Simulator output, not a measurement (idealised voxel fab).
The following process module bears the name voxel self aligned vias.
Cross-section cut: width 150 nm, square cells of 5 nm.
Cross-section = grid of square cells, listed top down in bands; band = one or more rows. This entry defines a band. It first specifies the height of the band's top and the height of its bottom in nm, and then specifies the band's materials from left to right, stating each material with its width in nm. The word "edge to edge" identifies a single material that fills the band from edge to edge, while the word "empty" identifies empty space. Heights are expressed relative to 0, this being the level below which the as-received wafer comprises one material exclusively. The lowest band is unbounded in the downward direction and is denoted as in "0 nm and below". So if you see something like "30 to 40" for the width, read it as the top row of the band sitting at the first number and the bottom row at the second, with every row in between moving by the same amount as the last. Step marked "identical to before"? Then no cell in the cross-section changed in it. The label "Closed void list" introduces a list of the empty spaces, 8 cells or larger, that have no open way up to the top; each entry in it reads width x height at distance, where the distance is taken from the left edge and all three are stated in nm. On each step's line, the part that comes after the settings is the simulator's own comment on the step. A step line may carry the setting "overlay nm", which, for steps involving a mask, states the distance by which the mask lay to the right of its intended position; negative values denote displacement to the left.

Here's what the planned process steps look like
- 1: RECEIVE [material Si]
- 2: CONFORMAL_DEP [material SiO2] [thk nm 10]
- 3: CONFORMAL_DEP [material SiCN] [thk nm 5]
- 4: DIRECTIONAL_DEP [material lowk] [thk nm 20]
- 5: DIRECTIONAL_DEP [material aC] [thk nm 15]
- 6: PATTERN [tone open] [mask id LINES] [material resist] [width nm 30] [pitch nm 65] [thk nm 30] [overlay nm 0]
- 7: DIRECTIONAL_ETCH [etch materials aC] [depth nm 15]
- 8: STRIP [etch materials resist]
- 9: DIRECTIONAL_ETCH [etch materials lowk] [depth nm 20]
- 10: STRIP [etch materials aC]
- 11: CONFORMAL_DEP [material TiN] [thk nm 5]
- 12: FILL_DEP [material Ru] [thk nm 10]
- 13: CMP [height nm 35]
- 14: SELECTIVE_ETCH [etch materials W Ru TiN] [depth nm 10]
- 15: FILL_DEP [material SiN] [thk nm 10]
- 16: CMP [height nm 35]
- 17: DIRECTIONAL_DEP [material lowk] [thk nm 20]
- 18: PATTERN [tone open] [mask id VIAS] [material resist] [width nm 40] [thk nm 20] [overlay nm 0]
- 19: DIRECTIONAL_ETCH [etch materials lowk] [depth nm 20]
- 20: DIRECTIONAL_ETCH [etch materials SiN] [depth nm 10]
- 21: STRIP [etch materials resist]
- 22: CONFORMAL_DEP [material TiN] [thk nm 5]
- 23: FILL_DEP [material Ru] [thk nm 10]
- 24: CMP [height nm 55]
- 25: CONFORMAL_DEP [material SiN] [thk nm 5]

First wafer, as planned

Cross-section of the wafer upon arrival, representing the state reached after step 1
    0 nm and below | Si edge to edge
    Closed void list: none

Wafer section view after processing step 2
    10 nm to 0 nm | SiO2 edge to edge
    below 0: unchanged

Wafer section view after processing step 3
    15 nm to 10 nm | SiCN edge to edge
    below 10: unchanged

Wafer section view after processing step 4
    35 nm to 15 nm | lowk edge to edge
    below 15: unchanged

Wafer section view after processing step 5
    50 nm to 35 nm | aC edge to edge
    below 35: unchanged

Wafer section view after processing step 6
    80 nm to 50 nm | resist (25); empty (30); resist (35); empty (30); resist (30)
    below 50: unchanged

Wafer section view after processing step 7
    65 nm to 50 nm | resist (25); empty (30); resist (35); empty (30); resist (30)
    50 nm to 35 nm | aC (25); empty (30); aC (35); empty (30); aC (30)
    below 35: unchanged

Wafer section view after processing step 8
    50 nm to 35 nm | aC (25); empty (30); aC (35); empty (30); aC (30)
    below 35: unchanged

Wafer section view after processing step 9
    50 nm to 35 nm | aC (25); empty (30); aC (35); empty (30); aC (30)
    35 nm to 15 nm | lowk (25); empty (30); lowk (35); empty (30); lowk (30)
    below 15: unchanged

Wafer section view after processing step 10
    35 nm to 15 nm | lowk (25); empty (30); lowk (35); empty (30); lowk (30)
    below 15: unchanged

Wafer section view after processing step 11
    40 nm to 35 nm | TiN (30); empty (20); TiN (45); empty (20); TiN (35)
    35 nm to 20 nm | lowk (25); TiN (5); empty (20); TiN (5); lowk (35); TiN (5); empty (20); TiN (5); lowk (30)
    20 nm to 15 nm | lowk (25); TiN (30); lowk (35); TiN (30); lowk (30)
    below 15: unchanged

Wafer section view after processing step 12
    50 nm to 40 nm | Ru edge to edge
    40 nm to 35 nm | TiN (30); Ru (20); TiN (45); Ru (20); TiN (35)
    35 nm to 20 nm | lowk (25); TiN (5); Ru (20); TiN (5); lowk (35); TiN (5); Ru (20); TiN (5); lowk (30)
    below 20: unchanged

Wafer section view after processing step 13
    35 nm to 20 nm | lowk (25); TiN (5); Ru (20); TiN (5); lowk (35); TiN (5); Ru (20); TiN (5); lowk (30)
    below 20: unchanged

Wafer section view after processing step 14
    35 nm to 25 nm | lowk (25); empty (30); lowk (35); empty (30); lowk (30)
    below 25: unchanged

Wafer section view after processing step 15
    45 nm to 35 nm | SiN edge to edge
    35 nm to 25 nm | lowk (25); SiN (30); lowk (35); SiN (30); lowk (30)
    below 25: unchanged

Wafer section view after processing step 16
    35 nm to 25 nm | lowk (25); SiN (30); lowk (35); SiN (30); lowk (30)
    below 25: unchanged

Wafer section view after processing step 17
    55 nm to 35 nm | lowk edge to edge
    below 35: unchanged

Wafer section view after processing step 18
    75 nm to 55 nm | resist (20); empty (40); resist (90)
    below 55: unchanged

Wafer section view after processing step 19
    75 nm to 55 nm | resist (20); empty (40); resist (90)
    55 nm to 35 nm | lowk (20); empty (40); lowk (90)
    below 35: unchanged

Wafer section view after processing step 20
    75 nm to 55 nm | resist (20); empty (40); resist (90)
    55 nm to 35 nm | lowk (20); empty (40); lowk (90)
    35 nm to 25 nm | lowk (25); empty (30); lowk (35); SiN (30); lowk (30)
    below 25: unchanged

Wafer section view after processing step 21
    55 nm to 35 nm | lowk (20); empty (40); lowk (90)
    below 35: unchanged

Wafer section view after processing step 22
    60 nm to 55 nm | TiN (25); empty (30); TiN (95)
    55 nm to 40 nm | lowk (20); TiN (5); empty (30); TiN (5); lowk (90)
    40 nm to 35 nm | lowk (20); TiN (10); empty (20); TiN (10); lowk (90)
    35 nm to 30 nm | lowk (25); TiN (5); empty (20); TiN (5); lowk (35); SiN (30); lowk (30)
    30 nm to 25 nm | lowk (25); TiN (30); lowk (35); SiN (30); lowk (30)
    below 25: unchanged

Wafer section view after processing step 23
    70 nm to 60 nm | Ru edge to edge
    60 nm to 55 nm | TiN (25); Ru (30); TiN (95)
    55 nm to 40 nm | lowk (20); TiN (5); Ru (30); TiN (5); lowk (90)
    40 nm to 35 nm | lowk (20); TiN (10); Ru (20); TiN (10); lowk (90)
    35 nm to 30 nm | lowk (25); TiN (5); Ru (20); TiN (5); lowk (35); SiN (30); lowk (30)
    below 30: unchanged

Wafer section view after processing step 24
    55 nm to 40 nm | lowk (20); TiN (5); Ru (30); TiN (5); lowk (90)
    below 40: unchanged

Wafer section view after processing step 25
    60 nm to 55 nm | SiN edge to edge
    below 55: unchanged

Now the other wafer: same start, same recipe, but we messed up one thing when running it. Up to and including step 18 it's the same as the first one

Second wafer: cross-section at the scheduled end of step 19
    75 nm to 55 nm | resist (20); empty (40); resist (90)
    55 nm to 35 nm | lowk (20); empty (40); lowk (90)
    35 nm to 25 nm | lowk (20); empty (5); SiN (30); empty (5); lowk (30); SiN (30); lowk (30)
    25 nm to 20 nm | lowk (20); empty (5); TiN (5); Ru (20); TiN (5); empty (5); lowk (30); TiN (5); Ru (20); TiN (5); lowk (30)
    20 nm to 15 nm | lowk (20); empty (5); TiN (30); empty (5); lowk (30); TiN (30); lowk (30)
    below 15: unchanged

Second wafer: cross-section at the scheduled end of step 20
    75 nm to 55 nm | resist (20); empty (40); resist (90)
    55 nm to 35 nm | lowk (20); empty (40); lowk (90)
    35 nm to 25 nm | lowk (20); empty (40); lowk (30); SiN (30); lowk (30)
    below 25: unchanged

Second wafer: cross-section at the scheduled end of step 21
    55 nm to 35 nm | lowk (20); empty (40); lowk (90)
    below 35: unchanged

Second wafer: cross-section at the scheduled end of step 22
    60 nm to 55 nm | TiN (25); empty (30); TiN (95)
    55 nm to 35 nm | lowk (20); TiN (5); empty (30); TiN (5); lowk (90)
    35 nm to 30 nm | lowk (20); TiN (5); empty (30); TiN (5); lowk (30); SiN (30); lowk (30)
    30 nm to 25 nm | lowk (20); TiN (40); lowk (30); SiN (30); lowk (30)
    25 nm to 20 nm | lowk (20); TiN (10); Ru (20); TiN (10); lowk (30); TiN (5); Ru (20); TiN (5); lowk (30)
    20 nm to 15 nm | lowk (20); TiN (40); lowk (30); TiN (30); lowk (30)
    below 15: unchanged

Second wafer: cross-section at the scheduled end of step 23
    70 nm to 60 nm | Ru edge to edge
    60 nm to 55 nm | TiN (25); Ru (30); TiN (95)
    55 nm to 35 nm | lowk (20); TiN (5); Ru (30); TiN (5); lowk (90)
    35 nm to 30 nm | lowk (20); TiN (5); Ru (30); TiN (5); lowk (30); SiN (30); lowk (30)
    below 30: unchanged

Second wafer: cross-section at the scheduled end of step 24
    55 nm to 35 nm | lowk (20); TiN (5); Ru (30); TiN (5); lowk (90)
    below 35: unchanged

Second wafer: cross-section at the scheduled end of step 25
    60 nm to 55 nm | SiN edge to edge
    below 55: unchanged
Deviation noted in wafer processing: plan step 19 was twice executed
It is noted that, at the conclusion of processing, the second wafer exhibits a higher or lower cell count for certain materials relative to the first: Ru +4; TiN +4; lowk -8
